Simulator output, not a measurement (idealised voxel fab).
Title: Process Module voxel trench capacitor
Pictured: cross-section cut, 290 nm wide, on a grid of 5 nm square cells.
Heads up, the way a cross-section reads in here is a grid of square cells, handed over as bands from the top down, with every band being one or more rows of cells.
For a band, the entry starts with two heights in nm, that of the top and then that of the bottom, and carries on with the band's materials in order from left to right, each alongside its width in nm; the word "edge to edge" beside a single material means it fills the band edge to edge, and "air" means empty space.
Note: height 0 marks the level under which the wafer is uniformly one material as received. Lowest band unbounded below, written "from 0 down".
Width "30->40": first value at the band's top row of cells, second value at its bottom row, equal change from row to row.
Key: "same as before" - step with no changed cell in the cross-section.
Enclosed voids (no open way to top), threshold 8 cells or more, entry "Sealed-off cavities", notation width x height at distance, distance from left edge, nm.
Whatever follows a step's settings on its line is a remark the simulator itself makes about that step.
Steps that use a mask can have "overlay nm" on their line. It says how far the mask sat to the right of where it was meant to be. Negative means to the left.
What follows is a series of pairs. Each pair shows a cross-section before one process step and the cross-section after it, and the after view is drawn only down to the lowest band that changed. Beneath each pair is the step that lies between the two, with its settings. Pairs may come from different runs of this module on the same starting wafer, so a pair continues from the one above it only where its entry headed "Prior to step" says so.
Prior to step
  from 0 down: Si edge to edge
  Sealed-off cavities: none
Post-Step Cross-Section
  from 10 to 0: SiN edge to edge
  Below 0, the layers are the same as they were.
  Sealed-off cavities: none
Which step turns the before cross-section above into the after cross-section? CONFORMAL_DEP with material SiN, thk nm 10
Prior to step: the state before this step is the cross-section shown after the step in the pair just above.
Post-Step Cross-Section
  from 25 to 10: resist 100 nm | air 15 nm | resist 20 nm | air 15 nm | resist 20 nm | air 15 nm | resist 105 nm
  Below 10, the layers are the same as they were.
  Sealed-off cavities: none
Which step turns the before cross-section above into the after cross-section? PATTERN with tone open, mask id TRENCH, material resist, width nm 15, pitch nm 35, thk nm 15, overlay nm 0
Prior to step: the state before this step is the cross-section shown after the step in the pair just above.
Post-Step Cross-Section
  from 25 to 10: resist 100 nm | air 15 nm | resist 20 nm | air 15 nm | resist 20 nm | air 15 nm | resist 105 nm
  from 10 to 0: SiN 100 nm | air 15 nm | SiN 20 nm | air 15 nm | SiN 20 nm | air 15 nm | SiN 105 nm
  Below 0, the layers are the same as they were.
  Sealed-off cavities: none
Which step turns the before cross-section above into the after cross-section? DIRECTIONAL_ETCH with etch materials SiN, depth nm 10
Prior to step: the state before this step is the cross-section shown after the step in the pair just above.
Post-Step Cross-Section
  from 25 to 10: resist 100 nm | air 15 nm | resist 20 nm | air 15 nm | resist 20 nm | air 15 nm | resist 105 nm
  from 10 to 0: SiN 100 nm | air 15 nm | SiN 20 nm | air 15 nm | SiN 20 nm | air 15 nm | SiN 105 nm
  from 0 to -25: Si 100 nm | air 15 nm | Si 20 nm | air 15 nm | Si 20 nm | air 15 nm | Si 105 nm
  Below -25, the layers are the same as they were.
  Sealed-off cavities: none
Which step turns the before cross-section above into the after cross-section? DIRECTIONAL_ETCH with etch materials Si, depth nm 25
Prior to step: the state before this step is the cross-section shown after the step in the pair just above.
Post-Step Cross-Section
  from 10 to 0: SiN 100 nm | air 15 nm | SiN 20 nm | air 15 nm | SiN 20 nm | air 15 nm | SiN 105 nm
  Below 0, the layers are the same as they were.
  Sealed-off cavities: none
Which step turns the before cross-section above into the after cross-section? STRIP with etch materials resist
Prior to step: the state before this step is the cross-section shown after the step in the pair just above.
Post-Step Cross-Section
  from 15 to 10: Al2O3 105 nm | air 5 nm | Al2O3 30 nm | air 5 nm | Al2O3 30 nm | air 5 nm | Al2O3 110 nm
  from 10 to 0: SiN 100 nm | Al2O3 5 nm | air 5 nm | Al2O3 5 nm | SiN 20 nm | Al2O3 5 nm | air 5 nm | Al2O3 5 nm | SiN 20 nm | Al2O3 5 nm | air 5 nm | Al2O3 5 nm | SiN 105 nm
  from 0 to -20: Si 100 nm | Al2O3 5 nm | air 5 nm | Al2O3 5 nm | Si 20 nm | Al2O3 5 nm | air 5 nm | Al2O3 5 nm | Si 20 nm | Al2O3 5 nm | air 5 nm | Al2O3 5 nm | Si 105 nm
  from -20 to -25: Si 100 nm | Al2O3 15 nm | Si 20 nm | Al2O3 15 nm | Si 20 nm | Al2O3 15 nm | Si 105 nm
  Below -25, the layers are the same as they were.
  Sealed-off cavities: none
Which step turns the before cross-section above into the after cross-section? CONFORMAL_DEP with material Al2O3, thk nm 5
Prior to step: the state before this step is the cross-section shown after the step in the pair just above.
Post-Step Cross-Section
  from 25 to 15: polySi edge to edge
  from 15 to 10: Al2O3 105 nm | polySi 5 nm | Al2O3 30 nm | polySi 5 nm | Al2O3 30 nm | polySi 5 nm | Al2O3 110 nm
  from 10 to 0: SiN 100 nm | Al2O3 5 nm | polySi 5 nm | Al2O3 5 nm | SiN 20 nm | Al2O3 5 nm | polySi 5 nm | Al2O3 5 nm | SiN 20 nm | Al2O3 5 nm | polySi 5 nm | Al2O3 5 nm | SiN 105 nm
  from 0 to -20: Si 100 nm | Al2O3 5 nm | polySi 5 nm | Al2O3 5 nm | Si 20 nm | Al2O3 5 nm | polySi 5 nm | Al2O3 5 nm | Si 20 nm | Al2O3 5 nm | polySi 5 nm | Al2O3 5 nm | Si 105 nm
  Below -20, the layers are the same as they were.
  Sealed-off cavities: none
Which step turns the before cross-section above into the after cross-section? FILL_DEP with material polySi, thk nm 10
Prior to step: the state before this step is the cross-section shown after the step in the pair just above.
Post-Step Cross-Section
  from 10 to 0: SiN 100 nm | Al2O3 5 nm | polySi 5 nm | Al2O3 5 nm | SiN 20 nm | Al2O3 5 nm | polySi 5 nm | Al2O3 5 nm | SiN 20 nm | Al2O3 5 nm | polySi 5 nm | Al2O3 5 nm | SiN 105 nm
  Below 0, the layers are the same as they were.
  Sealed-off cavities: none
Which step turns the before cross-section above into the after cross-section? CMP with height nm 10
Prior to step
  from 25 to 10: resist 100 nm | air 15 nm | resist 20 nm | air 15 nm | resist 20 nm | air 15 nm | resist 105 nm
  from 10 to 0: SiN 100 nm | air 15 nm | SiN 20 nm | air 15 nm | SiN 20 nm | air 15 nm | SiN 105 nm
  from 0 to -25: Si 100 nm | air 15 nm | Si 20 nm | air 15 nm | Si 20 nm | air 15 nm | Si 105 nm
  from -25 down: Si edge to edge
  Sealed-off cavities: none
Post-Step Cross-Section
  from 25 to 10: resist 100 nm | air 15 nm | resist 20 nm | air 15 nm | resist 20 nm | air 15 nm | resist 105 nm
  from 10 to 0: SiN 100 nm | air 15 nm | SiN 20 nm | air 15 nm | SiN 20 nm | air 15 nm | SiN 105 nm
  from 0 to -50: Si 100 nm | air 15 nm | Si 20 nm | air 15 nm | Si 20 nm | air 15 nm | Si 105 nm
  Below -50, the layers are the same as they were.
  Sealed-off cavities: none
Which step turns the before cross-section above into the after cross-section? DIRECTIONAL_ETCH with etch materials Si, depth nm 25
Prior to step: the state before this step is the cross-section shown after the step in the pair just above.
Post-Step Cross-Section
  from 10 to 0: SiN 100 nm | air 15 nm | SiN 20 nm | air 15 nm | SiN 20 nm | air 15 nm | SiN 105 nm
  Below 0, the layers are the same as they were.
  Sealed-off cavities: none
Which step turns the before cross-section above into the after cross-section? STRIP with etch materials resist
Prior to step: the state before this step is the cross-section shown after the step in the pair just above.
Post-Step Cross-Section
  from 15 to 10: Al2O3 105 nm | air 5 nm | Al2O3 30 nm | air 5 nm | Al2O3 30 nm | air 5 nm | Al2O3 110 nm
  from 10 to 0: SiN 100 nm | Al2O3 5 nm | air 5 nm | Al2O3 5 nm | SiN 20 nm | Al2O3 5 nm | air 5 nm | Al2O3 5 nm | SiN 20 nm | Al2O3 5 nm | air 5 nm | Al2O3 5 nm | SiN 105 nm
  from 0 to -45: Si 100 nm | Al2O3 5 nm | air 5 nm | Al2O3 5 nm | Si 20 nm | Al2O3 5 nm | air 5 nm | Al2O3 5 nm | Si 20 nm | Al2O3 5 nm | air 5 nm | Al2O3 5 nm | Si 105 nm
  from -45 to -50: Si 100 nm | Al2O3 15 nm | Si 20 nm | Al2O3 15 nm | Si 20 nm | Al2O3 15 nm | Si 105 nm
  Below -50, the layers are the same as they were.
  Sealed-off cavities: none
Which step turns the before cross-section above into the after cross-section? CONFORMAL_DEP with material Al2O3, thk nm 5
Prior to step: the state before this step is the cross-section shown after the step in the pair just above.
Post-Step Cross-Section
  from 25 to 15: polySi edge to edge
  from 15 to 10: Al2O3 105 nm | polySi 5 nm | Al2O3 30 nm | polySi 5 nm | Al2O3 30 nm | polySi 5 nm | Al2O3 110 nm
  from 10 to 0: SiN 100 nm | Al2O3 5 nm | polySi 5 nm | Al2O3 5 nm | SiN 20 nm | Al2O3 5 nm | polySi 5 nm | Al2O3 5 nm | SiN 20 nm | Al2O3 5 nm | polySi 5 nm | Al2O3 5 nm | SiN 105 nm
  from 0 to -45: Si 100 nm | Al2O3 5 nm | polySi 5 nm | Al2O3 5 nm | Si 20 nm | Al2O3 5 nm | polySi 5 nm | Al2O3 5 nm | Si 20 nm | Al2O3 5 nm | polySi 5 nm | Al2O3 5 nm | Si 105 nm
  Below -45, the layers are the same as they were.
  Sealed-off cavities: none
Which step turns the before cross-section above into the after cross-section? FILL_DEP with material polySi, thk nm 10
Prior to step: the state before this step is the cross-section shown after the step in the pair just above.
Post-Step Cross-Section
  from 10 to 0: SiN 100 nm | Al2O3 5 nm | polySi 5 nm | Al2O3 5 nm | SiN 20 nm | Al2O3 5 nm | polySi 5 nm | Al2O3 5 nm | SiN 20 nm | Al2O3 5 nm | polySi 5 nm | Al2O3 5 nm | SiN 105 nm
  Below 0, the layers are the same as they were.
  Sealed-off cavities: none
Which step turns the before cross-section above into the after cross-section? CMP with height nm 10
Prior to step
  from 25 to 10: resist 100 nm | air 15 nm | resist 20 nm | air 15 nm | resist 20 nm | air 15 nm | resist 105 nm
  from 10 to 0: SiN 100 nm | air 15 nm | SiN 20 nm | air 15 nm | SiN 20 nm | air 15 nm | SiN 105 nm
  from 0 down: Si edge to edge
  Sealed-off cavities: none
Post-Step Cross-Section
  from 10 to 0: SiN 100 nm | air 15 nm | SiN 20 nm | air 15 nm | SiN 20 nm | air 15 nm | SiN 105 nm
  Below 0, the layers are the same as they were.
  Sealed-off cavities: none
Which step turns the before cross-section above into the after cross-section? STRIP with etch materials resist
Prior to step: the state before this step is the cross-section shown after the step in the pair just above.
Post-Step Cross-Section
  from 10 to 0: SiN 100 nm | air 15 nm | SiN 20 nm | air 15 nm | SiN 20 nm | air 15 nm | SiN 105 nm
  from 0 to -25: Si 100 nm | air 15 nm | Si 20 nm | air 15 nm | Si 20 nm | air 15 nm | Si 105 nm
  Below -25, the layers are the same as they were.
  Sealed-off cavities: none
Which step turns the before cross-section above into the after cross-section? DIRECTIONAL_ETCH with etch materials Si, depth nm 25
Prior to step
  from 25 to 10: resist 100 nm | air 15 nm | resist 20 nm | air 15 nm | resist 20 nm | air 15 nm | resist 105 nm
  from 10 to 0: SiN 100 nm | air 15 nm | SiN 20 nm | air 15 nm | SiN 20 nm | air 15 nm | SiN 105 nm
  from 0 down: Si edge to edge
  Sealed-off cavities: none
Post-Step Cross-Section
  from 25 to 10: resist 100 nm | air 15 nm | resist 20 nm | air 15 nm | resist 20 nm | air 15 nm | resist 105 nm
  from 10 to 0: SiN 100 nm | air 15 nm | SiN 20 nm | air 15 nm | SiN 20 nm | air 15 nm | SiN 105 nm
  from 0 to -15: Si 100 nm | air 15 nm | Si 20 nm | air 15 nm | Si 20 nm | air 15 nm | Si 105 nm
  Below -15, the layers are the same as they were.
  Sealed-off cavities: none
Which step turns the before cross-section above into the after cross-section? DIRECTIONAL_ETCH with etch materials Si, depth nm 15
Prior to step: the state before this step is the cross-section shown after the step in the pair just above.
Post-Step Cross-Section
  from 10 to 0: SiN 100 nm | air 15 nm | SiN 20 nm | air 15 nm | SiN 20 nm | air 15 nm | SiN 105 nm
  Below 0, the layers are the same as they were.
  Sealed-off cavities: none
Which step turns the before cross-section above into the after cross-section? STRIP with etch materials resist
Prior to step: the state before this step is the cross-section shown after the step in the pair just above.
Post-Step Cross-Section
  from 15 to 10: Al2O3 105 nm | air 5 nm | Al2O3 30 nm | air 5 nm | Al2O3 30 nm | air 5 nm | Al2O3 110 nm
  from 10 to 0: SiN 100 nm | Al2O3 5 nm | air 5 nm | Al2O3 5 nm | SiN 20 nm | Al2O3 5 nm | air 5 nm | Al2O3 5 nm | SiN 20 nm | Al2O3 5 nm | air 5 nm | Al2O3 5 nm | SiN 105 nm
  from 0 to -10: Si 100 nm | Al2O3 5 nm | air 5 nm | Al2O3 5 nm | Si 20 nm | Al2O3 5 nm | air 5 nm | Al2O3 5 nm | Si 20 nm | Al2O3 5 nm | air 5 nm | Al2O3 5 nm | Si 105 nm
  from -10 to -15: Si 100 nm | Al2O3 15 nm | Si 20 nm | Al2O3 15 nm | Si 20 nm | Al2O3 15 nm | Si 105 nm
  Below -15, the layers are the same as they were.
  Sealed-off cavities: none
Which step turns the before cross-section above into the after cross-section? CONFORMAL_DEP with material Al2O3, thk nm 5
Prior to step: the state before this step is the cross-section shown after the step in the pair just above.
Post-Step Cross-Section
  from 25 to 15: polySi edge to edge
  from 15 to 10: Al2O3 105 nm | polySi 5 nm | Al2O3 30 nm | polySi 5 nm | Al2O3 30 nm | polySi 5 nm | Al2O3 110 nm
  from 10 to 0: SiN 100 nm | Al2O3 5 nm | polySi 5 nm | Al2O3 5 nm | SiN 20 nm | Al2O3 5 nm | polySi 5 nm | Al2O3 5 nm | SiN 20 nm | Al2O3 5 nm | polySi 5 nm | Al2O3 5 nm | SiN 105 nm
  from 0 to -10: Si 100 nm | Al2O3 5 nm | polySi 5 nm | Al2O3 5 nm | Si 20 nm | Al2O3 5 nm | polySi 5 nm | Al2O3 5 nm | Si 20 nm | Al2O3 5 nm | polySi 5 nm | Al2O3 5 nm | Si 105 nm
  Below -10, the layers are the same as they were.
  Sealed-off cavities: none
Which step turns the before cross-section above into the after cross-section? FILL_DEP with material polySi, thk nm 10
Prior to step: the state before this step is the cross-section shown after the step in the pair just above.
Post-Step Cross-Section
  from 10 to 0: SiN 100 nm | Al2O3 5 nm | polySi 5 nm | Al2O3 5 nm | SiN 20 nm | Al2O3 5 nm | polySi 5 nm | Al2O3 5 nm | SiN 20 nm | Al2O3 5 nm | polySi 5 nm | Al2O3 5 nm | SiN 105 nm
  Below 0, the layers are the same as they were.
  Sealed-off cavities: none
Which step turns the before cross-section above into the after cross-section? CMP with height nm 10
Prior to step
  from 10 to 0: SiN edge to edge
  from 0 down: Si edge to edge
  Sealed-off cavities: none
Post-Step Cross-Section
  from 25 to 10: resist 100 nm | air 20 nm | resist 15 nm | air 20 nm | resist 15 nm | air 20 nm | resist 100 nm
  Below 10, the layers are the same as they were.
  Sealed-off cavities: none
Which step turns the before cross-section above into the after cross-section? PATTERN with tone open, mask id TRENCH, material resist, width nm 20, pitch nm 35, thk nm 15, overlay nm 0
Prior to step: the state before this step is the cross-section shown after the step in the pair just above.
Post-Step Cross-Section
  from 25 to 10: resist 100 nm | air 20 nm | resist 15 nm | air 20 nm | resist 15 nm | air 20 nm | resist 100 nm
  from 10 to 0: SiN 100 nm | air 20 nm | SiN 15 nm | air 20 nm | SiN 15 nm | air 20 nm | SiN 100 nm
  Below 0, the layers are the same as they were.
  Sealed-off cavities: none
Which step turns the before cross-section above into the after cross-section? DIRECTIONAL_ETCH with etch materials SiN, depth nm 10
Prior to step: the state before this step is the cross-section shown after the step in the pair just above.
Post-Step Cross-Section
  from 25 to 10: resist 100 nm | air 20 nm | resist 15 nm | air 20 nm | resist 15 nm | air 20 nm | resist 100 nm
  from 10 to 0: SiN 100 nm | air 20 nm | SiN 15 nm | air 20 nm | SiN 15 nm | air 20 nm | SiN 100 nm
  from 0 to -25: Si 100 nm | air 20 nm | Si 15 nm | air 20 nm | Si 15 nm | air 20 nm | Si 100 nm
  Below -25, the layers are the same as they were.
  Sealed-off cavities: none
Which step turns the before cross-section above into the after cross-section? DIRECTIONAL_ETCH with etch materials Si, depth nm 25
Prior to step: the state before this step is the cross-section shown after the step in the pair just above.
Post-Step Cross-Section
  from 10 to 0: SiN 100 nm | air 20 nm | SiN 15 nm | air 20 nm | SiN 15 nm | air 20 nm | SiN 100 nm
  Below 0, the layers are the same as they were.
  Sealed-off cavities: none
Which step turns the before cross-section above into the after cross-section? STRIP with etch materials resist
Prior to step: the state before this step is the cross-section shown after the step in the pair just above.
Post-Step Cross-Section
  from 15 to 10: Al2O3 105 nm | air 10 nm | Al2O3 25 nm | air 10 nm | Al2O3 25 nm | air 10 nm | Al2O3 105 nm
  from 10 to 0: SiN 100 nm | Al2O3 5 nm | air 10 nm | Al2O3 5 nm | SiN 15 nm | Al2O3 5 nm | air 10 nm | Al2O3 5 nm | SiN 15 nm | Al2O3 5 nm | air 10 nm | Al2O3 5 nm | SiN 100 nm
  from 0 to -20: Si 100 nm | Al2O3 5 nm | air 10 nm | Al2O3 5 nm | Si 15 nm | Al2O3 5 nm | air 10 nm | Al2O3 5 nm | Si 15 nm | Al2O3 5 nm | air 10 nm | Al2O3 5 nm | Si 100 nm
  from -20 to -25: Si 100 nm | Al2O3 20 nm | Si 15 nm | Al2O3 20 nm | Si 15 nm | Al2O3 20 nm | Si 100 nm
  Below -25, the layers are the same as they were.
  Sealed-off cavities: none
Which step turns the before cross-section above into the after cross-section? CONFORMAL_DEP with material Al2O3, thk nm 5
Prior to step: the state before this step is the cross-section shown after the step in the pair just above.
Post-Step Cross-Section
  from 25 to 15: polySi edge to edge
  from 15 to 10: Al2O3 105 nm | polySi 10 nm | Al2O3 25 nm | polySi 10 nm | Al2O3 25 nm | polySi 10 nm | Al2O3 105 nm
  from 10 to 0: SiN 100 nm | Al2O3 5 nm | polySi 10 nm | Al2O3 5 nm | SiN 15 nm | Al2O3 5 nm | polySi 10 nm | Al2O3 5 nm | SiN 15 nm | Al2O3 5 nm | polySi 10 nm | Al2O3 5 nm | SiN 100 nm
  from 0 to -20: Si 100 nm | Al2O3 5 nm | polySi 10 nm | Al2O3 5 nm | Si 15 nm | Al2O3 5 nm | polySi 10 nm | Al2O3 5 nm | Si 15 nm | Al2O3 5 nm | polySi 10 nm | Al2O3 5 nm | Si 100 nm
  Below -20, the layers are the same as they were.
  Sealed-off cavities: none
Which step turns the before cross-section above into the after cross-section? FILL_DEP with material polySi, thk nm 10
Prior to step: the state before this step is the cross-section shown after the step in the pair just above.
Post-Step Cross-Section
  from 10 to 0: SiN 100 nm | Al2O3 5 nm | polySi 10 nm | Al2O3 5 nm | SiN 15 nm | Al2O3 5 nm | polySi 10 nm | Al2O3 5 nm | SiN 15 nm | Al2O3 5 nm | polySi 10 nm | Al2O3 5 nm | SiN 100 nm
  Below 0, the layers are the same as they were.
  Sealed-off cavities: none
Which step turns the before cross-section above into the after cross-section? CMP with height nm 10
Prior to step
  from 10 to 0: SiN edge to edge
  from 0 down: Si edge to edge
  Sealed-off cavities: none
Post-Step Cross-Section
  from 25 to 10: resist 95 nm | air 15 nm | resist 20 nm | air 15 nm | resist 20 nm | air 15 nm | resist 110 nm
  Below 10, the layers are the same as they were.
  Sealed-off cavities: none
Which step turns the before cross-section above into the after cross-section? PATTERN with tone open, mask id TRENCH, material resist, width nm 15, pitch nm 35, thk nm 15, overlay nm -5
Prior to step: the state before this step is the cross-section shown after the step in the pair just above.
Post-Step Cross-Section
  from 25 to 10: resist 95 nm | air 15 nm | resist 20 nm | air 15 nm | resist 20 nm | air 15 nm | resist 110 nm
  from 10 to 0: SiN 95 nm | air 15 nm | SiN 20 nm | air 15 nm | SiN 20 nm | air 15 nm | SiN 110 nm
  Below 0, the layers are the same as they were.
  Sealed-off cavities: none
Which step turns the before cross-section above into the after cross-section? DIRECTIONAL_ETCH with etch materials SiN, depth nm 10
Prior to step: the state before this step is the cross-section shown after the step in the pair just above.
Post-Step Cross-Section
  from 25 to 10: resist 95 nm | air 15 nm | resist 20 nm | air 15 nm | resist 20 nm | air 15 nm | resist 110 nm
  from 10 to 0: SiN 95 nm | air 15 nm | SiN 20 nm | air 15 nm | SiN 20 nm | air 15 nm | SiN 110 nm
  from 0 to -25: Si 95 nm | air 15 nm | Si 20 nm | air 15 nm | Si 20 nm | air 15 nm | Si 110 nm
  Below -25, the layers are the same as they were.
  Sealed-off cavities: none
Which step turns the before cross-section above into the after cross-section? DIRECTIONAL_ETCH with etch materials Si, depth nm 25
Prior to step: the state before this step is the cross-section shown after the step in the pair just above.
Post-Step Cross-Section
  from 10 to 0: SiN 95 nm | air 15 nm | SiN 20 nm | air 15 nm | SiN 20 nm | air 15 nm | SiN 110 nm
  Below 0, the layers are the same as they were.
  Sealed-off cavities: none
Which step turns the before cross-section above into the after cross-section? STRIP with etch materials resist
Prior to step: the state before this step is the cross-section shown after the step in the pair just above.
Post-Step Cross-Section
  from 15 to 10: Al2O3 100 nm | air 5 nm | Al2O3 30 nm | air 5 nm | Al2O3 30 nm | air 5 nm | Al2O3 115 nm
  from 10 to 0: SiN 95 nm | Al2O3 5 nm | air 5 nm | Al2O3 5 nm | SiN 20 nm | Al2O3 5 nm | air 5 nm | Al2O3 5 nm | SiN 20 nm | Al2O3 5 nm | air 5 nm | Al2O3 5 nm | SiN 110 nm
  from 0 to -20: Si 95 nm | Al2O3 5 nm | air 5 nm | Al2O3 5 nm | Si 20 nm | Al2O3 5 nm | air 5 nm | Al2O3 5 nm | Si 20 nm | Al2O3 5 nm | air 5 nm | Al2O3 5 nm | Si 110 nm
  from -20 to -25: Si 95 nm | Al2O3 15 nm | Si 20 nm | Al2O3 15 nm | Si 20 nm | Al2O3 15 nm | Si 110 nm
  Below -25, the layers are the same as they were.
  Sealed-off cavities: none
Which step turns the before cross-section above into the after cross-section? CONFORMAL_DEP with material Al2O3, thk nm 5
Prior to step: the state before this step is the cross-section shown after the step in the pair just above.
Post-Step Cross-Section
  from 25 to 15: polySi edge to edge
  from 15 to 10: Al2O3 100 nm | polySi 5 nm | Al2O3 30 nm | polySi 5 nm | Al2O3 30 nm | polySi 5 nm | Al2O3 115 nm
  from 10 to 0: SiN 95 nm | Al2O3 5 nm | polySi 5 nm | Al2O3 5 nm | SiN 20 nm | Al2O3 5 nm | polySi 5 nm | Al2O3 5 nm | SiN 20 nm | Al2O3 5 nm | polySi 5 nm | Al2O3 5 nm | SiN 110 nm
  from 0 to -20: Si 95 nm | Al2O3 5 nm | polySi 5 nm | Al2O3 5 nm | Si 20 nm | Al2O3 5 nm | polySi 5 nm | Al2O3 5 nm | Si 20 nm | Al2O3 5 nm | polySi 5 nm | Al2O3 5 nm | Si 110 nm
  Below -20, the layers are the same as they were.
  Sealed-off cavities: none
Which step turns the before cross-section above into the after cross-section? FILL_DEP with material polySi, thk nm 10
Prior to step: the state before this step is the cross-section shown after the step in the pair just above.
Post-Step Cross-Section
  from 10 to 0: SiN 95 nm | Al2O3 5 nm | polySi 5 nm | Al2O3 5 nm | SiN 20 nm | Al2O3 5 nm | polySi 5 nm | Al2O3 5 nm | SiN 20 nm | Al2O3 5 nm | polySi 5 nm | Al2O3 5 nm | SiN 110 nm
  Below 0, the layers are the same as they were.
  Sealed-off cavities: none
Which step turns the before cross-section above into the after cross-section? CMP with height nm 10
Prior to step
  from 15 to 10: Al2O3 105 nm | air 5 nm | Al2O3 30 nm | air 5 nm | Al2O3 30 nm | air 5 nm | Al2O3 110 nm
  from 10 to 0: SiN 100 nm | Al2O3 5 nm | air 5 nm | Al2O3 5 nm | SiN 20 nm | Al2O3 5 nm | air 5 nm | Al2O3 5 nm | SiN 20 nm | Al2O3 5 nm | air 5 nm | Al2O3 5 nm | SiN 105 nm
  from 0 to -20: Si 100 nm | Al2O3 5 nm | air 5 nm | Al2O3 5 nm | Si 20 nm | Al2O3 5 nm | air 5 nm | Al2O3 5 nm | Si 20 nm | Al2O3 5 nm | air 5 nm | Al2O3 5 nm | Si 105 nm
  from -20 to -25: Si 100 nm | Al2O3 15 nm | Si 20 nm | Al2O3 15 nm | Si 20 nm | Al2O3 15 nm | Si 105 nm
  from -25 down: Si edge to edge
  Sealed-off cavities: none
Post-Step Cross-Section
  from 25 to 15: SiN edge to edge
  from 15 to 10: Al2O3 105 nm | SiN 5 nm | Al2O3 30 nm | SiN 5 nm | Al2O3 30 nm | SiN 5 nm | Al2O3 110 nm
  from 10 to 0: SiN 100 nm | Al2O3 5 nm | SiN 5 nm | Al2O3 5 nm | SiN 20 nm | Al2O3 5 nm | SiN 5 nm | Al2O3 5 nm | SiN 20 nm | Al2O3 5 nm | SiN 5 nm | Al2O3 5 nm | SiN 105 nm
  from 0 to -20: Si 100 nm | Al2O3 5 nm | SiN 5 nm | Al2O3 5 nm | Si 20 nm | Al2O3 5 nm | SiN 5 nm | Al2O3 5 nm | Si 20 nm | Al2O3 5 nm | SiN 5 nm | Al2O3 5 nm | Si 105 nm
  Below -20, the layers are the same as they were.
  Sealed-off cavities: none
Which step turns the before cross-section above into the after cross-section? FILL_DEP with material SiN, thk nm 10
Prior to step: the state before this step is the cross-section shown after the step in the pair just above.
Post-Step Cross-Section
  from 10 to 0: SiN 100 nm | Al2O3 5 nm | SiN 5 nm | Al2O3 5 nm | SiN 20 nm | Al2O3 5 nm | SiN 5 nm | Al2O3 5 nm | SiN 20 nm | Al2O3 5 nm | SiN 5 nm | Al2O3 5 nm | SiN 105 nm
  Below 0, the layers are the same as they were.
  Sealed-off cavities: none
Which step turns the before cross-section above into the after cross-section? CMP with height nm 10
Prior to step
  from 10 to 0: SiN edge to edge
  from 0 down: Si edge to edge
  Sealed-off cavities: none
Post-Step Cross-Section
  from 25 to 10: air 100 nm | resist 15 nm | air 20 nm | resist 15 nm | air 20 nm | resist 15 nm | air 105 nm
  Below 10, the layers are the same as they were.
  Sealed-off cavities: none
Which step turns the before cross-section above into the after cross-section? PATTERN with tone cover, mask id TRENCH, material resist, width nm 15, pitch nm 35, thk nm 15, overlay nm 0
Prior to step: the state before this step is the cross-section shown after the step in the pair just above.
Post-Step Cross-Section
  from 25 to 10: air 100 nm | resist 15 nm | air 20 nm | resist 15 nm | air 20 nm | resist 15 nm | air 105 nm
  from 10 to 0: air 100 nm | SiN 15 nm | air 20 nm | SiN 15 nm | air 20 nm | SiN 15 nm | air 105 nm
  Below 0, the layers are the same as they were.
  Sealed-off cavities: none
Which step turns the before cross-section above into the after cross-section? DIRECTIONAL_ETCH with etch materials SiN, depth nm 10
Prior to step: the state before this step is the cross-section shown after the step in the pair just above.
Post-Step Cross-Section
  from 25 to 10: air 100 nm | resist 15 nm | air 20 nm | resist 15 nm | air 20 nm | resist 15 nm | air 105 nm
  from 10 to 0: air 100 nm | SiN 15 nm | air 20 nm | SiN 15 nm | air 20 nm | SiN 15 nm | air 105 nm
  from 0 to -25: air 100 nm | Si 15 nm | air 20 nm | Si 15 nm | air 20 nm | Si 15 nm | air 105 nm
  Below -25, the layers are the same as they were.
  Sealed-off cavities: none
Which step turns the before cross-section above into the after cross-section? DIRECTIONAL_ETCH with etch materials Si, depth nm 25
Prior to step: the state before this step is the cross-section shown after the step in the pair just above.
Post-Step Cross-Section
  from 10 to 0: air 100 nm | SiN 15 nm | air 20 nm | SiN 15 nm | air 20 nm | SiN 15 nm | air 105 nm
  Below 0, the layers are the same as they were.
  Sealed-off cavities: none
Which step turns the before cross-section above into the after cross-section? STRIP with etch materials resist
Prior to step: the state before this step is the cross-section shown after the step in the pair just above.
Post-Step Cross-Section
  from 15 to 10: air 95 nm | Al2O3 25 nm | air 10 nm | Al2O3 25 nm | air 10 nm | Al2O3 25 nm | air 100 nm
  from 10 to 0: air 95 nm | Al2O3 5 nm | SiN 15 nm | Al2O3 5 nm | air 10 nm | Al2O3 5 nm | SiN 15 nm | Al2O3 5 nm | air 10 nm | Al2O3 5 nm | SiN 15 nm | Al2O3 5 nm | air 100 nm
  from 0 to -20: air 95 nm | Al2O3 5 nm | Si 15 nm | Al2O3 5 nm | air 10 nm | Al2O3 5 nm | Si 15 nm | Al2O3 5 nm | air 10 nm | Al2O3 5 nm | Si 15 nm | Al2O3 5 nm | air 100 nm
  from -20 to -25: Al2O3 100 nm | Si 15 nm | Al2O3 20 nm | Si 15 nm | Al2O3 20 nm | Si 15 nm | Al2O3 105 nm
  Below -25, the layers are the same as they were.
  Sealed-off cavities: none
Which step turns the before cross-section above into the after cross-section? CONFORMAL_DEP with material Al2O3, thk nm 5
Prior to step: the state before this step is the cross-section shown after the step in the pair just above.
Post-Step Cross-Section
  from 25 to 15: polySi edge to edge
  from 15 to 10: polySi 95 nm | Al2O3 25 nm | polySi 10 nm | Al2O3 25 nm | polySi 10 nm | Al2O3 25 nm | polySi 100 nm
  from 10 to 0: polySi 95 nm | Al2O3 5 nm | SiN 15 nm | Al2O3 5 nm | polySi 10 nm | Al2O3 5 nm | SiN 15 nm | Al2O3 5 nm | polySi 10 nm | Al2O3 5 nm | SiN 15 nm | Al2O3 5 nm | polySi 100 nm
  from 0 to -20: polySi 95 nm | Al2O3 5 nm | Si 15 nm | Al2O3 5 nm | polySi 10 nm | Al2O3 5 nm | Si 15 nm | Al2O3 5 nm | polySi 10 nm | Al2O3 5 nm | Si 15 nm | Al2O3 5 nm | polySi 100 nm
  Below -20, the layers are the same as they were.
  Sealed-off cavities: none
Which step turns the before cross-section above into the after cross-section? FILL_DEP with material polySi, thk nm 10
Prior to step: the state before this step is the cross-section shown after the step in the pair just above.
Post-Step Cross-Section
  from 10 to 0: polySi 95 nm | Al2O3 5 nm | SiN 15 nm | Al2O3 5 nm | polySi 10 nm | Al2O3 5 nm | SiN 15 nm | Al2O3 5 nm | polySi 10 nm | Al2O3 5 nm | SiN 15 nm | Al2O3 5 nm | polySi 100 nm
  Below 0, the layers are the same as they were.
  Sealed-off cavities: none
Which step turns the before cross-section above into the after cross-section? CMP with height nm 10
